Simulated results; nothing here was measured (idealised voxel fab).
Title: Process Module voxel trench capacitor
Pictured: cross-section cut, 225 nm wide, on a grid of 5 nm square cells.
Square cells in a grid make up a cross-section in this document, and the grid is given as bands, listed from the top down, each one or more rows of cells.
Band: top height; bottom height; in nm. Then, left to right: material with width in nm, for each material. "all across": a single material spanning edge to edge. "blank": empty space.
The level at which height equals 0 is the one under which the wafer, as it arrives, is entirely one material. No lower edge exists for the bottom band, which continues downward and is notated as in "0 and below".
The expression "30 to 40" gives the width at the extremes of the band, the first number at its top row of cells and the second at its bottom row, with the width changing by equal amounts from each row to the next in between.
"no change occurred" (step): cross-section cells unchanged, all of them.
In "closed voids" the enclosed voids are listed, meaning empty spaces of 8 cells or larger without any opening to the top. The form is width x height at distance, distance from the left edge, units nm.
It should be noted that, on the line of a given step, the content following the step's settings is a remark produced by the simulator itself with respect to that step.
The setting "overlay nm" may be written on the line of a step. When the step uses a mask, the value reports how far to the right of the planned place the mask lay, and a negative value reports that it lay to the left.

Listed below are the process steps as planned
1,RECEIVE: material Si
2,CONFORMAL_DEP: material SiN, thk nm 5
3,DIRECTIONAL_DEP: material aC, thk nm 10
4,PATTERN: tone open, mask id TRENCH, material resist, width nm 15, pitch nm 45, thk nm 25, overlay nm 0
5,DIRECTIONAL_ETCH: etch materials aC, depth nm 10
6,STRIP: etch materials resist
7,DIRECTIONAL_ETCH: etch materials SiN, depth nm 5
8,DIRECTIONAL_ETCH: etch materials Si, depth nm 30
9,STRIP: etch materials aC
10,CONFORMAL_DEP: material Al2O3, thk nm 5
11,FILL_DEP: material polySi, thk nm 10
12,CMP: height nm 5

Incoming wafer in cross-section (state: after step 1)
  0 and below = Si all across
  closed voids: none

Module complete, cross-section. Starting point and plan per above. One mistake made in running the module
  20 down to 10 = polySi all across
  10 down to 5 = Al2O3 (85), then polySi (5), then Al2O3 (40), then polySi (5), then Al2O3 (90)
  5 down to 0 = SiN (80), then Al2O3 (5), then polySi (5), then Al2O3 (5), then SiN (30), then Al2O3 (5), then polySi (5), then Al2O3 (5), then SiN (85)
  0 down to -25 = Si (80), then Al2O3 (5), then polySi (5), then Al2O3 (5), then Si (30), then Al2O3 (5), then polySi (5), then Al2O3 (5), then Si (85)
  -25 down to -30 = Si (80), then Al2O3 (15), then Si (30), then Al2O3 (15), then Si (85)
  -30 and below = Si all across
  closed voids: none
what went wrong: heads up, step 12 of the plan was skipped and never actually ran
